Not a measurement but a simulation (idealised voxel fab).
Name of the process module below: voxel self aligned contacts
285 nm wide, 5 nm square cells: that's cross-section cut.
When this document writes out a cross-section, it uses a grid of square cells and lists it as bands, beginning at the top and moving down, with a band standing for one or more rows of cells.
Top, bottom (nm), then materials left to right with widths (nm); lone material tagged "full width" fills the whole band edge to edge; "blank" = empty space.
Height reference: 0 = level under which incoming wafer is all one material. Lowest band: no bottom, runs on downward, e.g. "0 down".
The two numbers in a width such as "30..40" mark its ends across the band: the first belongs to the top row of cells, the second to the bottom row, and from each row to the next the width moves by the same amount.
"same as before" for a step: no cell of the cross-section changed in that step.
Basically, "Closed empty spaces" tells you about the enclosed voids: empty spaces with no open way to the top, 8 cells or bigger, each written width x height at distance, where distance is from the left edge, all in nm.
If you see something after the settings on a step's line, that's the simulator's own remark about that step.
A step line may carry the setting "overlay nm", which, for steps involving a mask, states the distance by which the mask lay to the right of its intended position; negative values denote displacement to the left.
Set out below are the planned steps of the process
| 1 | RECEIVE,material Si |
| 2 | OXIDIZE,depth nm 5 |
| 3 | DIRECTIONAL_DEP,material polySi,thk nm 30 |
| 4 | DIRECTIONAL_DEP,material SiN,thk nm 20 |
| 5 | MASKED_ETCH,tone cover,mask id GATE,width nm 25,pitch nm 60,etch materials SiN,depth nm 20,overlay nm 0 |
| 6 | MASKED_ETCH,tone cover,mask id GATE,width nm 25,pitch nm 60,etch materials polySi,depth nm 30,overlay nm 0 |
| 7 | CONFORMAL_DEP,material SiN,thk nm 5 |
| 8 | DIRECTIONAL_ETCH,etch materials SiN,depth nm 5 |
| 9 | FILL_DEP,material SiO2,thk nm 15 |
| 10 | CMP,height nm 60 |
| 11 | DIRECTIONAL_DEP,material aC,thk nm 10 |
| 12 | PATTERN,tone open,mask id CONTACT,material resist,width nm 45,thk nm 30,overlay nm 0 |
| 13 | DIRECTIONAL_ETCH,etch materials aC,depth nm 10 |
| 14 | STRIP,etch materials resist |
| 15 | DIRECTIONAL_ETCH,etch materials SiO2,depth nm 65 |
| 16 | STRIP,etch materials aC |
| 17 | CONFORMAL_DEP,material TiN,thk nm 5 |
| 18 | FILL_DEP,material W,thk nm 10 |
| 19 | CMP,height nm 60 |
| 20 | CONFORMAL_DEP,material SiCN,thk nm 5 |
Cross-section: wafer on arrival = after step 1
	0 down  Si full width
	Closed empty spaces: none
Cross-sectional image of the first of two wafers at the end of the module, the run having proceeded as planned
	65 to 60  SiCN full width
	60 to 50  SiO2: 120  TiN: 5..15  W: 35..15  TiN: 5..15  SiO2: 120
	50 to 30  SiO2: 95  SiN: 35  TiN: 5  W: 15  TiN: 5  SiN: 35  SiO2: 95
	30 to 0  SiO2: 95  SiN: 5  polySi: 25  SiN: 5  TiN: 5  W: 15  TiN: 5  SiN: 5  polySi: 25  SiN: 5  SiO2: 95
	0 to -5  SiO2: 130  TiN: 25  SiO2: 130
	-5 down  Si full width
	Closed empty spaces: none
Cross-section of the latter of the two wafers at module completion. It had an identical start and an identical plan to the former; in running it, one mistake was made
	65 to 60  SiCN full width
	60 to 55  SiO2: 120  TiN: 5  W: 35  TiN: 5  SiO2: 120
	55 to 50  SiO2: 120  TiN: 45  SiO2: 120
	50 to 30  SiCN full width
	30 to 0  polySi full width
	0 to -5  SiO2 full width
	-5 down  Si full width
	Closed empty spaces: none
Want to know what went wrong? step 4, actual vs plan mismatch, actual run DIRECTIONAL_DEP,material SiCN,thk nm 20
Bottom line after processing is that, in cells, the second wafer is up or down on some materials versus the first: 228 more of SiCN, 80 fewer of SiN, 375 fewer of SiO2, 22 fewer of TiN, 33 fewer of W, 282 more of polySi
